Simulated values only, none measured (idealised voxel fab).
You're looking at the process module voxel tone inversion.
The width of the displayed cross-section, cut, is 215 nm; its cells are square, with a size of 5 nm.
Heads up, the way a cross-section reads in here is a grid of square cells, handed over as bands from the top down, with every band being one or more rows of cells. Each band's line starts with the height of the band's top and of its bottom, in nm. Then come its materials from left to right, each with its width in nm. One material with "all across" fills the band from edge to edge. "air" is empty space. The level at which height equals 0 is the one under which the wafer, as it arrives, is entirely one material. No lower edge exists for the bottom band, which continues downward and is notated as in "from 0 down". A width given as "30 to 40" starts at the first number in the band's top row and ends at the second number in its bottom row, shifting by an equal amount at every step from row to row. Any step labelled "left unchanged" changed none of the cells in the cross-section. In the "Trapped void list" entry, you get each enclosed empty space of 8 cells or more, one with no open way to the top, written width x height at distance, distance from the left edge, in nm. On a step's line, text after the settings is the simulator commenting on that step. overlay nm: for a step with a mask, the amount by which the mask lay right of where it was planned; a negative amount means left of it.
-- plan
| 1 | RECEIVE (material Si) |
| 2 | CONFORMAL_DEP (material SiN; thk nm 5) |
| 3 | DIRECTIONAL_DEP (material aC; thk nm 15) |
| 4 | PATTERN (tone cover; mask id POSTS; material resist; width nm 20; pitch nm 50; thk nm 20; overlay nm 0) |
| 5 | DIRECTIONAL_ETCH (etch materials aC; depth nm 15) |
| 6 | STRIP (etch materials resist) |
| 7 | FILL_DEP (material lowk; thk nm 5) |
| 8 | CMP (height nm 20) |
| 9 | STRIP (etch materials aC) |
-- As received (post step 1): cross-section
from 0 down | Si all across
Trapped void list: none
-- Final cross-section, module run with one mistake (start and plan as above)
from 20 to 5 | 20 air; 20 lowk; 30 air; 20 lowk; 30 air; 20 lowk; 30 air; 20 lowk; 25 air
from 5 to 0 | SiN all across
from 0 down | Si all across
Trapped void list: none
Deviation from plan: step 4 was not run as planned; what actually ran was PATTERN (tone open; mask id POSTS; material resist; width nm 20; pitch nm 50; thk nm 20; overlay nm 0)
